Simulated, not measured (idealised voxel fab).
Process module name: voxel self aligned contacts
cross-section cut | 245 nm wide | cells 5 nm
Cross-section format: a grid of square cells, given as bands from top to bottom; each band is one or more rows of cells. Top height, bottom height, nm. Materials left to right, width each, nm. Single material + "full width" = fills band edge to edge. "blank" = empty. Where do heights start? At 0: under that level the wafer as delivered is made of one material only. And the lowest band has no floor; it just carries on downward, as in "from 0 down". The two numbers in a width such as "30->40" mark its ends across the band: the first belongs to the top row of cells, the second to the bottom row, and from each row to the next the width moves by the same amount. "nothing altered" after a step means that no cell of the cross-section changed. What "Enclosed cavities" gives you is every empty space of 8 cells or more that is cut off from the top. Each appears as width x height at distance, with the distance taken from the left edge and width, height and distance all in nm. Formally, on a step line, whatever follows the settings is a remark that the simulator itself makes on the step. overlay nm: mask offset rightward from planned place, masked step; negative means leftward offset. Every pair from here on: before one process step, after it. The after cross-section reaches only to the lowest band that changed. Below the pair: the step in between and its settings. Pairs can belong to different runs of this module on the same starting wafer; a pair carries on from the pair above only if the entry headed "Pre-process" says so.

Pre-process:
    from 70 to 65  TiN 100 nm, then blank 40 nm, then TiN 105 nm
    from 65 to 55  SiO2 95 nm, then TiN 5->20 nm, then blank 40->10 nm, then TiN 5->20 nm, then SiO2 100 nm
    from 55 to 30  SiO2 65 nm, then SiN 45 nm, then TiN 5 nm, then blank 10 nm, then TiN 5 nm, then SiN 45 nm, then SiO2 70 nm
    from 30 to 15  SiO2 65 nm, then SiN 10 nm, then polySi 25 nm, then SiN 10 nm, then TiN 5 nm, then blank 10 nm, then TiN 5 nm, then SiN 10 nm, then polySi 25 nm, then SiN 10 nm, then SiO2 70 nm
    from 15 to 10  SiO2 65 nm, then SiN 10 nm, then polySi 25 nm, then SiN 10 nm, then TiN 20 nm, then SiN 10 nm, then polySi 25 nm, then SiN 10 nm, then SiO2 70 nm
    from 10 to 0  SiN 75 nm, then polySi 25 nm, then SiN 40 nm, then polySi 25 nm, then SiN 80 nm
    from 0 to -5  SiO2 full width
    from -5 down  Si full width
    Enclosed cavities: none

Post-Step Cross-Section:
    from 75 to 70  W full width
    from 70 to 65  TiN 100 nm, then W 40 nm, then TiN 105 nm
    from 65 to 55  SiO2 95 nm, then TiN 5->20 nm, then W 40->10 nm, then TiN 5->20 nm, then SiO2 100 nm
    from 55 to 30  SiO2 65 nm, then SiN 45 nm, then TiN 5 nm, then W 10 nm, then TiN 5 nm, then SiN 45 nm, then SiO2 70 nm
    from 30 to 15  SiO2 65 nm, then SiN 10 nm, then polySi 25 nm, then SiN 10 nm, then TiN 5 nm, then W 10 nm, then TiN 5 nm, then SiN 10 nm, then polySi 25 nm, then SiN 10 nm, then SiO2 70 nm
    Nothing below the height 15 has changed.
    Enclosed cavities: none
Between the two cross-sections you see above, the step is FILL_DEP with material W, thk nm 5

Pre-process: It is represented by the cross-section appearing after the step of the pair directly above.

Post-Step Cross-Section:
    from 65 to 55  SiO2 95 nm, then TiN 5->20 nm, then W 40->10 nm, then TiN 5->20 nm, then SiO2 100 nm
    Nothing below the height 55 has changed.
    Enclosed cavities: none
Between the two cross-sections you see above, the step is CMP with height nm 65

Pre-process: It is represented by the cross-section appearing after the step of the pair directly above.

Post-Step Cross-Section:
    from 70 to 65  SiN full width
    Nothing below the height 65 has changed.
    Enclosed cavities: none
Between the two cross-sections you see above, the step is CONFORMAL_DEP with material SiN, thk nm 5

Pre-process:
    from 75 to 55  SiO2 full width
    from 55 to 30  SiO2 65 nm, then SiN 45 nm, then SiO2 20 nm, then SiN 45 nm, then SiO2 70 nm
    from 30 to 0  SiO2 65 nm, then SiN 10 nm, then polySi 25 nm, then SiN 10 nm, then SiO2 20 nm, then SiN 10 nm, then polySi 25 nm, then SiN 10 nm, then SiO2 70 nm
    from 0 to -5  SiO2 full width
    from -5 down  Si full width
    Enclosed cavities: none

Post-Step Cross-Section:
    from 55 to 30  SiO2 65 nm, then SiN 45 nm, then SiO2 20 nm, then SiN 45 nm, then SiO2 70 nm
    Nothing below the height 30 has changed.
    Enclosed cavities: none
Between the two cross-sections you see above, the step is CMP with height nm 55

Pre-process: It is represented by the cross-section appearing after the step of the pair directly above.

Post-Step Cross-Section:
    from 70 to 55  resist 95 nm, then blank 50 nm, then resist 100 nm
    Nothing below the height 55 has changed.
    Enclosed cavities: none
Between the two cross-sections you see above, the step is PATTERN with tone open, mask id CONTACT, material resist, width nm 50, thk nm 15, overlay nm 0

Pre-process: It is represented by the cross-section appearing after the step of the pair directly above.

Post-Step Cross-Section:
    from 70 to 55  resist 95 nm, then blank 50 nm, then resist 100 nm
    from 55 to 30  SiO2 65 nm, then SiN 45 nm, then blank 20 nm, then SiN 45 nm, then SiO2 70 nm
    from 30 to 0  SiO2 65 nm, then SiN 10 nm, then polySi 25 nm, then SiN 10 nm, then blank 20 nm, then SiN 10 nm, then polySi 25 nm, then SiN 10 nm, then SiO2 70 nm
    from 0 to -5  SiO2 110 nm, then blank 20 nm, then SiO2 115 nm
    Nothing below the height -5 has changed.
    Enclosed cavities: none
Between the two cross-sections you see above, the step is DIRECTIONAL_ETCH with etch materials SiO2, depth nm 70

Pre-process: It is represented by the cross-section appearing after the step of the pair directly above.

Post-Step Cross-Section:
    from 55 to 30  SiO2 65 nm, then SiN 45 nm, then blank 20 nm, then SiN 45 nm, then SiO2 70 nm
    Nothing below the height 30 has changed.
    Enclosed cavities: none
Between the two cross-sections you see above, the step is STRIP with etch materials resist

Pre-process: It is represented by the cross-section appearing after the step of the pair directly above.

Post-Step Cross-Section:
    from 60 to 55  TiN 115 nm, then blank 10 nm, then TiN 120 nm
    from 55 to 30  SiO2 65 nm, then SiN 45 nm, then TiN 5 nm, then blank 10 nm, then TiN 5 nm, then SiN 45 nm, then SiO2 70 nm
    from 30 to 0  SiO2 65 nm, then SiN 10 nm, then polySi 25 nm, then SiN 10 nm, then TiN 5 nm, then blank 10 nm, then TiN 5 nm, then SiN 10 nm, then polySi 25 nm, then SiN 10 nm, then SiO2 70 nm
    from 0 to -5  SiO2 110 nm, then TiN 20 nm, then SiO2 115 nm
    Nothing below the height -5 has changed.
    Enclosed cavities: none
Between the two cross-sections you see above, the step is CONFORMAL_DEP with material TiN, thk nm 5

Pre-process: It is represented by the cross-section appearing after the step of the pair directly above.

Post-Step Cross-Section:
    from 65 to 60  W full width
    from 60 to 55  TiN 115 nm, then W 10 nm, then TiN 120 nm
    from 55 to 30  SiO2 65 nm, then SiN 45 nm, then TiN 5 nm, then W 10 nm, then TiN 5 nm, then SiN 45 nm, then SiO2 70 nm
    from 30 to 0  SiO2 65 nm, then SiN 10 nm, then polySi 25 nm, then SiN 10 nm, then TiN 5 nm, then W 10 nm, then TiN 5 nm, then SiN 10 nm, then polySi 25 nm, then SiN 10 nm, then SiO2 70 nm
    Nothing below the height 0 has changed.
    Enclosed cavities: none
Between the two cross-sections you see above, the step is FILL_DEP with material W, thk nm 5

Pre-process: It is represented by the cross-section appearing after the step of the pair directly above.

Post-Step Cross-Section:
    from 70 to 65  SiN full width
    Nothing below the height 65 has changed.
    Enclosed cavities: none
Between the two cross-sections you see above, the step is CONFORMAL_DEP with material SiN, thk nm 5

Pre-process:
    from 65 to 55  SiO2 full width
    from 55 to 30  SiO2 65 nm, then SiN 45 nm, then SiO2 20 nm, then SiN 45 nm, then SiO2 70 nm
    from 30 to 0  SiO2 65 nm, then SiN 10 nm, then polySi 25 nm, then SiN 10 nm, then SiO2 20 nm, then SiN 10 nm, then polySi 25 nm, then SiN 10 nm, then SiO2 70 nm
    from 0 to -5  SiO2 full width
    from -5 down  Si full width
    Enclosed cavities: none

Post-Step Cross-Section:
    from 80 to 65  resist 95 nm, then blank 55 nm, then resist 95 nm
    Nothing below the height 65 has changed.
    Enclosed cavities: none
Between the two cross-sections you see above, the step is PATTERN with tone open, mask id CONTACT, material resist, width nm 55, thk nm 15, overlay nm 0

Pre-process: It is represented by the cross-section appearing after the step of the pair directly above.

Post-Step Cross-Section:
    from 80 to 65  resist 95 nm, then blank 55 nm, then resist 95 nm
    from 65 to 55  SiO2 95 nm, then blank 55 nm, then SiO2 95 nm
    from 55 to 30  SiO2 65 nm, then SiN 45 nm, then blank 20 nm, then SiN 45 nm, then SiO2 70 nm
    from 30 to 0  SiO2 65 nm, then SiN 10 nm, then polySi 25 nm, then SiN 10 nm, then blank 20 nm, then SiN 10 nm, then polySi 25 nm, then SiN 10 nm, then SiO2 70 nm
    from 0 to -5  SiO2 110 nm, then blank 20 nm, then SiO2 115 nm
    Nothing below the height -5 has changed.
    Enclosed cavities: none
Between the two cross-sections you see above, the step is DIRECTIONAL_ETCH with etch materials SiO2, depth nm 70

Pre-process: It is represented by the cross-section appearing after the step of the pair directly above.

Post-Step Cross-Section:
    from 65 to 55  SiO2 95 nm, then blank 55 nm, then SiO2 95 nm
    Nothing below the height 55 has changed.
    Enclosed cavities: none
Between the two cross-sections you see above, the step is STRIP with etch materials resist

Pre-process: It is represented by the cross-section appearing after the step of the pair directly above.

Post-Step Cross-Section:
    from 70 to 65  TiN 100 nm, then blank 45 nm, then TiN 100 nm
    from 65 to 55  SiO2 95 nm, then TiN 5->20 nm, then blank 45->10 nm, then TiN 5->25 nm, then SiO2 95 nm
    from 55 to 30  SiO2 65 nm, then SiN 45 nm, then TiN 5 nm, then blank 10 nm, then TiN 5 nm, then SiN 45 nm, then SiO2 70 nm
    from 30 to 0  SiO2 65 nm, then SiN 10 nm, then polySi 25 nm, then SiN 10 nm, then TiN 5 nm, then blank 10 nm, then TiN 5 nm, then SiN 10 nm, then polySi 25 nm, then SiN 10 nm, then SiO2 70 nm
    from 0 to -5  SiO2 110 nm, then TiN 20 nm, then SiO2 115 nm
    Nothing below the height -5 has changed.
    Enclosed cavities: none
Between the two cross-sections you see above, the step is CONFORMAL_DEP with material TiN, thk nm 5

Pre-process: It is represented by the cross-section appearing after the step of the pair directly above.

Post-Step Cross-Section:
    from 75 to 70  W full width
    from 70 to 65  TiN 100 nm, then W 45 nm, then TiN 100 nm
    from 65 to 55  SiO2 95 nm, then TiN 5->20 nm, then W 45->10 nm, then TiN 5->25 nm, then SiO2 95 nm
    from 55 to 30  SiO2 65 nm, then SiN 45 nm, then TiN 5 nm, then W 10 nm, then TiN 5 nm, then SiN 45 nm, then SiO2 70 nm
    from 30 to 0  SiO2 65 nm, then SiN 10 nm, then polySi 25 nm, then SiN 10 nm, then TiN 5 nm, then W 10 nm, then TiN 5 nm, then SiN 10 nm, then polySi 25 nm, then SiN 10 nm, then SiO2 70 nm
    Nothing below the height 0 has changed.
    Enclosed cavities: none
Between the two cross-sections you see above, the step is FILL_DEP with material W, thk nm 5

Pre-process: It is represented by the cross-section appearing after the step of the pair directly above.

Post-Step Cross-Section:
    from 65 to 55  SiO2 95 nm, then TiN 5->20 nm, then W 45->10 nm, then TiN 5->25 nm, then SiO2 95 nm
    Nothing below the height 55 has changed.
    Enclosed cavities: none
Between the two cross-sections you see above, the step is CMP with height nm 65

Pre-process: It is represented by the cross-section appearing after the step of the pair directly above.

Post-Step Cross-Section:
    from 70 to 65  SiN full width
    Nothing below the height 65 has changed.
    Enclosed cavities: none
Between the two cross-sections you see above, the step is CONFORMAL_DEP with material SiN, thk nm 5

Pre-process:
    from 65 to 55  SiO2 full width
    from 55 to 30  SiO2 65 nm, then SiN 45 nm, then SiO2 20 nm, then SiN 45 nm, then SiO2 70 nm
    from 30 to 0  SiO2 65 nm, then SiN 10 nm, then polySi 25 nm, then SiN 10 nm, then SiO2 20 nm, then SiN 10 nm, then polySi 25 nm, then SiN 10 nm, then SiO2 70 nm
    from 0 to -5  SiO2 full width
    from -5 down  Si full width
    Enclosed cavities: none

Post-Step Cross-Section:
    from 80 to 65  resist 100 nm, then blank 50 nm, then resist 95 nm
    Nothing below the height 65 has changed.
    Enclosed cavities: none
Between the two cross-sections you see above, the step is PATTERN with tone open, mask id CONTACT, material resist, width nm 50, thk nm 15, overlay nm 5

Pre-process: It is represented by the cross-section appearing after the step of the pair directly above.

Post-Step Cross-Section:
    from 80 to 65  resist 100 nm, then blank 50 nm, then resist 95 nm
    from 65 to 55  SiO2 100 nm, then blank 50 nm, then SiO2 95 nm
    from 55 to 30  SiO2 65 nm, then SiN 45 nm, then blank 20 nm, then SiN 45 nm, then SiO2 70 nm
    from 30 to 0  SiO2 65 nm, then SiN 10 nm, then polySi 25 nm, then SiN 10 nm, then blank 20 nm, then SiN 10 nm, then polySi 25 nm, then SiN 10 nm, then SiO2 70 nm
    from 0 to -5  SiO2 110 nm, then blank 20 nm, then SiO2 115 nm
    Nothing below the height -5 has changed.
    Enclosed cavities: none
Between the two cross-sections you see above, the step is DIRECTIONAL_ETCH with etch materials SiO2, depth nm 70

Pre-process: It is represented by the cross-section appearing after the step of the pair directly above.

Post-Step Cross-Section:
    from 65 to 55  SiO2 100 nm, then blank 50 nm, then SiO2 95 nm
    Nothing below the height 55 has changed.
    Enclosed cavities: none
Between the two cross-sections you see above, the step is STRIP with etch materials resist

Pre-process: It is represented by the cross-section appearing after the step of the pair directly above.

Post-Step Cross-Section:
    from 70 to 65  TiN 105 nm, then blank 40 nm, then TiN 100 nm
    from 65 to 55  SiO2 100 nm, then TiN 5->15 nm, then blank 40->10 nm, then TiN 5->25 nm, then SiO2 95 nm
    from 55 to 30  SiO2 65 nm, then SiN 45 nm, then TiN 5 nm, then blank 10 nm, then TiN 5 nm, then SiN 45 nm, then SiO2 70 nm
    from 30 to 0  SiO2 65 nm, then SiN 10 nm, then polySi 25 nm, then SiN 10 nm, then TiN 5 nm, then blank 10 nm, then TiN 5 nm, then SiN 10 nm, then polySi 25 nm, then SiN 10 nm, then SiO2 70 nm
    from 0 to -5  SiO2 110 nm, then TiN 20 nm, then SiO2 115 nm
    Nothing below the height -5 has changed.
    Enclosed cavities: none
Between the two cross-sections you see above, the step is CONFORMAL_DEP with material TiN, thk nm 5

Pre-process: It is represented by the cross-section appearing after the step of the pair directly above.

Post-Step Cross-Section:
    from 75 to 70  W full width
    from 70 to 65  TiN 105 nm, then W 40 nm, then TiN 100 nm
    from 65 to 55  SiO2 100 nm, then TiN 5->15 nm, then W 40->10 nm, then TiN 5->25 nm, then SiO2 95 nm
    from 55 to 30  SiO2 65 nm, then SiN 45 nm, then TiN 5 nm, then W 10 nm, then TiN 5 nm, then SiN 45 nm, then SiO2 70 nm
    from 30 to 0  SiO2 65 nm, then SiN 10 nm, then polySi 25 nm, then SiN 10 nm, then TiN 5 nm, then W 10 nm, then TiN 5 nm, then SiN 10 nm, then polySi 25 nm, then SiN 10 nm, then SiO2 70 nm
    Nothing below the height 0 has changed.
    Enclosed cavities: none
Between the two cross-sections you see above, the step is FILL_DEP with material W, thk nm 5

Pre-process: It is represented by the cross-section appearing after the step of the pair directly above.

Post-Step Cross-Section:
    from 65 to 55  SiO2 100 nm, then TiN 5->15 nm, then W 40->10 nm, then TiN 5->25 nm, then SiO2 95 nm
    Nothing below the height 55 has changed.
    Enclosed cavities: none
Between the two cross-sections you see above, the step is CMP with height nm 65

Pre-process: It is represented by the cross-section appearing after the step of the pair directly above.

Post-Step Cross-Section:
    from 70 to 65  SiN full width
    Nothing below the height 65 has changed.
    Enclosed cavities: none
Between the two cross-sections you see above, the step is CONFORMAL_DEP with material SiN, thk nm 5

Pre-process:
    from 55 to 30  blank 75 nm, then SiN 25 nm, then blank 40 nm, then SiN 25 nm, then blank 80 nm
    from 30 to 0  blank 75 nm, then polySi 25 nm, then blank 40 nm, then polySi 25 nm, then blank 80 nm
    from 0 to -5  SiO2 full width
    from -5 down  Si full width
    Enclosed cavities: none

Post-Step Cross-Section:
    from 65 to 55  blank 65 nm, then SiO2 45 nm, then blank 20 nm, then SiO2 45 nm, then blank 70 nm
    from 55 to 30  blank 65 nm, then SiO2 10 nm, then SiN 25 nm, then SiO2 10 nm, then blank 20 nm, then SiO2 10 nm, then SiN 25 nm, then SiO2 10 nm, then blank 70 nm
    from 30 to 10  blank 65 nm, then SiO2 10 nm, then polySi 25 nm, then SiO2 10 nm, then blank 20 nm, then SiO2 10 nm, then polySi 25 nm, then SiO2 10 nm, then blank 70 nm
    from 10 to 0  SiO2 75 nm, then polySi 25 nm, then SiO2 40 nm, then polySi 25 nm, then SiO2 80 nm
    Nothing below the height 0 has changed.
    Enclosed cavities: none
Between the two cross-sections you see above, the step is CONFORMAL_DEP with material SiO2, thk nm 10

Pre-process: It is represented by the cross-section appearing after the step of the pair directly above.

Post-Step Cross-Section:
    from 85 to 55  SiO2 full width
    from 55 to 30  SiO2 75 nm, then SiN 25 nm, then SiO2 40 nm, then SiN 25 nm, then SiO2 80 nm
    from 30 to 0  SiO2 75 nm, then polySi 25 nm, then SiO2 40 nm, then polySi 25 nm, then SiO2 80 nm
    Nothing below the height 0 has changed.
    Enclosed cavities: none
Between the two cross-sections you see above, the step is FILL_DEP with material SiO2, thk nm 20

Pre-process: It is represented by the cross-section appearing after the step of the pair directly above.

Post-Step Cross-Section:
    from 65 to 55  SiO2 full width
    Nothing below the height 55 has changed.
    Enclosed cavities: none
Between the two cross-sections you see above, the step is CMP with height nm 65

Pre-process: It is represented by the cross-section appearing after the step of the pair directly above.

Post-Step Cross-Section:
    from 80 to 65  resist 95 nm, then blank 50 nm, then resist 100 nm
    Nothing below the height 65 has changed.
    Enclosed cavities: none
Between the two cross-sections you see above, the step is PATTERN with tone open, mask id CONTACT, material resist, width nm 50, thk nm 15, overlay nm 0

Pre-process: It is represented by the cross-section appearing after the step of the pair directly above.

Post-Step Cross-Section:
    from 80 to 65  resist 95 nm, then blank 50 nm, then resist 100 nm
    from 65 to 55  SiO2 95 nm, then blank 50 nm, then SiO2 100 nm
    from 55 to 30  SiO2 75 nm, then SiN 25 nm, then blank 40 nm, then SiN 25 nm, then SiO2 80 nm
    from 30 to 0  SiO2 75 nm, then polySi 25 nm, then blank 40 nm, then polySi 25 nm, then SiO2 80 nm
    from 0 to -5  SiO2 100 nm, then blank 40 nm, then SiO2 105 nm
    Nothing below the height -5 has changed.
    Enclosed cavities: none
Between the two cross-sections you see above, the step is DIRECTIONAL_ETCH with etch materials SiO2, depth nm 70

Pre-process: It is represented by the cross-section appearing after the step of the pair directly above.

Post-Step Cross-Section:
    from 65 to 55  SiO2 95 nm, then blank 50 nm, then SiO2 100 nm
    Nothing below the height 55 has changed.
    Enclosed cavities: none
Between the two cross-sections you see above, the step is STRIP with etch materials resist

Pre-process: It is represented by the cross-section appearing after the step of the pair directly above.

Post-Step Cross-Section:
    from 70 to 65  TiN 100 nm, then blank 40 nm, then TiN 105 nm
    from 65 to 55  SiO2 95 nm, then TiN 5->10 nm, then blank 40->30 nm, then TiN 5->10 nm, then SiO2 100 nm
    from 55 to 30  SiO2 75 nm, then SiN 25 nm, then TiN 5 nm, then blank 30 nm, then TiN 5 nm, then SiN 25 nm, then SiO2 80 nm
    from 30 to 0  SiO2 75 nm, then polySi 25 nm, then TiN 5 nm, then blank 30 nm, then TiN 5 nm, then polySi 25 nm, then SiO2 80 nm
    from 0 to -5  SiO2 100 nm, then TiN 40 nm, then SiO2 105 nm
    Nothing below the height -5 has changed.
    Enclosed cavities: none
Between the two cross-sections you see above, the step is CONFORMAL_DEP with material TiN, thk nm 5

Pre-process: It is represented by the cross-section appearing after the step of the pair directly above.

Post-Step Cross-Section:
    from 75 to 70  W full width
    from 70 to 65  TiN 100 nm, then W 40 nm, then TiN 105 nm
    from 65 to 55  SiO2 95 nm, then TiN 5->10 nm, then W 40->30 nm, then TiN 5->10 nm, then SiO2 100 nm
    from 55 to 30  SiO2 75 nm, then SiN 25 nm, then TiN 5 nm, then W 30 nm, then TiN 5 nm, then SiN 25 nm, then SiO2 80 nm
    from 30 to 0  SiO2 75 nm, then polySi 25 nm, then TiN 5 nm, then W 30 nm, then TiN 5 nm, then polySi 25 nm, then SiO2 80 nm
    Nothing below the height 0 has changed.
    Enclosed cavities: none
Between the two cross-sections you see above, the step is FILL_DEP with material W, thk nm 5

Pre-process: It is represented by the cross-section appearing after the step of the pair directly above.

Post-Step Cross-Section:
    from 65 to 55  SiO2 95 nm, then TiN 5->10 nm, then W 40->30 nm, then TiN 5->10 nm, then SiO2 100 nm
    Nothing below the height 55 has changed.
    Enclosed cavities: none
Between the two cross-sections you see above, the step is CMP with height nm 65

Pre-process: It is represented by the cross-section appearing after the step of the pair directly above.

Post-Step Cross-Section:
    from 70 to 65  SiN full width
    Nothing below the height 65 has changed.
    Enclosed cavities: none
Between the two cross-sections you see above, the step is CONFORMAL_DEP with material SiN, thk nm 5

Pre-process:
    from 65 to 55  SiO2 full width
    from 55 to 30  SiO2 65 nm, then SiN 45 nm, then SiO2 20 nm, then SiN 45 nm, then SiO2 70 nm
    from 30 to 0  SiO2 65 nm, then SiN 10 nm, then polySi 25 nm, then SiN 10 nm, then SiO2 20 nm, then SiN 10 nm, then polySi 25 nm, then SiN 10 nm, then SiO2 70 nm
    from 0 to -5  SiO2 full width
    from -5 down  Si full width
    Enclosed cavities: none

Post-Step Cross-Section:
    from 80 to 65  blank 95 nm, then resist 50 nm, then blank 100 nm
    Nothing below the height 65 has changed.
    Enclosed cavities: none
Between the two cross-sections you see above, the step is PATTERN with tone cover, mask id CONTACT, material resist, width nm 50, thk nm 15, overlay nm 0

Pre-process: It is represented by the cross-section appearing after the step of the pair directly above.

Post-Step Cross-Section:
    from 80 to 65  blank 95 nm, then resist 50 nm, then blank 100 nm
    from 65 to 55  blank 95 nm, then SiO2 50 nm, then blank 100 nm
    from 55 to 30  blank 65 nm, then SiN 45 nm, then SiO2 20 nm, then SiN 45 nm, then blank 70 nm
    from 30 to 0  blank 65 nm, then SiN 10 nm, then polySi 25 nm, then SiN 10 nm, then SiO2 20 nm, then SiN 10 nm, then polySi 25 nm, then SiN 10 nm, then blank 70 nm
    from 0 to -5  blank 65 nm, then SiO2 110 nm, then blank 70 nm
    Nothing below the height -5 has changed.
    Enclosed cavities: none
Between the two cross-sections you see above, the step is DIRECTIONAL_ETCH with etch materials SiO2, depth nm 70

Pre-process: It is represented by the cross-section appearing after the step of the pair directly above.

Post-Step Cross-Section:
    from 65 to 55  blank 95 nm, then SiO2 50 nm, then blank 100 nm
    Nothing below the height 55 has changed.
    Enclosed cavities: none
Between the two cross-sections you see above, the step is STRIP with etch materials resist

Pre-process: It is represented by the cross-section appearing after the step of the pair directly above.

Post-Step Cross-Section:
    from 70 to 65  blank 90 nm, then TiN 60 nm, then blank 95 nm
    from 65 to 55  blank 90->60 nm, then TiN 5->35 nm, then SiO2 50 nm, then TiN 5->35 nm, then blank 95->65 nm
    from 55 to 30  blank 60 nm, then TiN 5 nm, then SiN 45 nm, then SiO2 20 nm, then SiN 45 nm, then TiN 5 nm, then blank 65 nm
    from 30 to 0  blank 60 nm, then TiN 5 nm, then SiN 10 nm, then polySi 25 nm, then SiN 10 nm, then SiO2 20 nm, then SiN 10 nm, then polySi 25 nm, then SiN 10 nm, then TiN 5 nm, then blank 65 nm
    from 0 to -5  TiN 65 nm, then SiO2 110 nm, then TiN 70 nm
    Nothing below the height -5 has changed.
    Enclosed cavities: none
Between the two cross-sections you see above, the step is CONFORMAL_DEP with material TiN, thk nm 5

Pre-process: It is represented by the cross-section appearing after the step of the pair directly above.

Post-Step Cross-Section:
    from 75 to 70  W full width
    from 70 to 65  W 90 nm, then TiN 60 nm, then W 95 nm
    from 65 to 55  W 90->60 nm, then TiN 5->35 nm, then SiO2 50 nm, then TiN 5->35 nm, then W 95->65 nm
    from 55 to 30  W 60 nm, then TiN 5 nm, then SiN 45 nm, then SiO2 20 nm, then SiN 45 nm, then TiN 5 nm, then W 65 nm
    from 30 to 0  W 60 nm, then TiN 5 nm, then SiN 10 nm, then polySi 25 nm, then SiN 10 nm, then SiO2 20 nm, then SiN 10 nm, then polySi 25 nm, then SiN 10 nm, then TiN 5 nm, then W 65 nm
    Nothing below the height 0 has changed.
    Enclosed cavities: none
Between the two cross-sections you see above, the step is FILL_DEP with material W, thk nm 5

Pre-process: It is represented by the cross-section appearing after the step of the pair directly above.

Post-Step Cross-Section:
    from 65 to 55  W 90->60 nm, then TiN 5->35 nm, then SiO2 50 nm, then TiN 5->35 nm, then W 95->65 nm
    Nothing below the height 55 has changed.
    Enclosed cavities: none
Between the two cross-sections you see above, the step is CMP with height nm 65

Pre-process: It is represented by the cross-section appearing after the step of the pair directly above.

Post-Step Cross-Section:
    from 70 to 65  SiN full width
    Nothing below the height 65 has changed.
    Enclosed cavities: none
Between the two cross-sections you see above, the step is CONFORMAL_DEP with material SiN, thk nm 5
